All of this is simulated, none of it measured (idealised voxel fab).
process module | voxel quadruple lines
cross-section cut | 215 nm wide | cells 5 nm
A cross-section is a grid of square cells, given in bands from the top down. A band is one or more rows of cells.
Each band's line starts with the height of the band's top and of its bottom, in nm. Then come its materials from left to right, each with its width in nm. One material with "throughout" fills the band from edge to edge. "air" is empty space.
Height 0 is the level under which the wafer as received is all one material. The lowest band goes on downwards, as in "0 down".
A width such as "30 to 40" changes by the same amount from each row of cells to the next, from the band's top row to its bottom row.
"no change" after a step means that no cell of the cross-section changed.
closed voids: empty space of 8 cells or more with no open way to the top, each as width x height at its distance from the left edge, in nm
after a step's settings: what the simulator itself notes on the step
overlay nm, on a step with a mask: how far to the right of its planned place the mask lay; to the left if negative
plan
1 op RECEIVE | material Si
2 op CONFORMAL_DEP | material Al2O3 | thk nm 5
3 op DIRECTIONAL_DEP | material TiN | thk nm 10
4 op DIRECTIONAL_DEP | material polySi | thk nm 15
5 op DIRECTIONAL_DEP | material aC | thk nm 20
6 op PATTERN | tone cover | mask id MANDREL | material resist | width nm 35 | pitch nm 100 | thk nm 25 | overlay nm 0
7 op DIRECTIONAL_ETCH | etch materials aC | depth nm 20
8 op STRIP | etch materials resist
9 op CONFORMAL_DEP | material SiO2 | thk nm 15
10 op DIRECTIONAL_ETCH | etch materials SiO2 | depth nm 15
11 op STRIP | etch materials aC
12 op DIRECTIONAL_ETCH | etch materials polySi | depth nm 15
13 op STRIP | etch materials SiO2
14 op CONFORMAL_DEP | material SiCN | thk nm 10
15 op DIRECTIONAL_ETCH | etch materials SiCN | depth nm 10
16 op STRIP | etch materials polySi
17 op DIRECTIONAL_ETCH | etch materials TiN | depth nm 10
18 op STRIP | etch materials SiCN
19 op FILL_DEP | material lowk | thk nm 10
20 op CMP | height nm 15
as received, after step 1
  0 down: Si throughout
  closed voids: none
first wafer at the end, as planned
  15 to 5: lowk 15 | TiN 10 | lowk 15 | TiN 10 | lowk 15 | TiN 10 | lowk 15 | TiN 10 | lowk 15 | TiN 10 | lowk 15 | TiN 10 | lowk 15 | TiN 10 | lowk 15 | TiN 10 | lowk 15
  5 to 0: Al2O3 throughout
  0 down: Si throughout
  closed voids: none
second wafer at the end: like start, like plan, one mistake
  15 to 10: Al2O3 throughout
  10 to 0: TiN throughout
  0 down: Si throughout
  closed voids: none
what went wrong: steps 2 and 3 were swapped
at the end the second wafer has, in cells: 54 more of TiN | 54 fewer of lowk
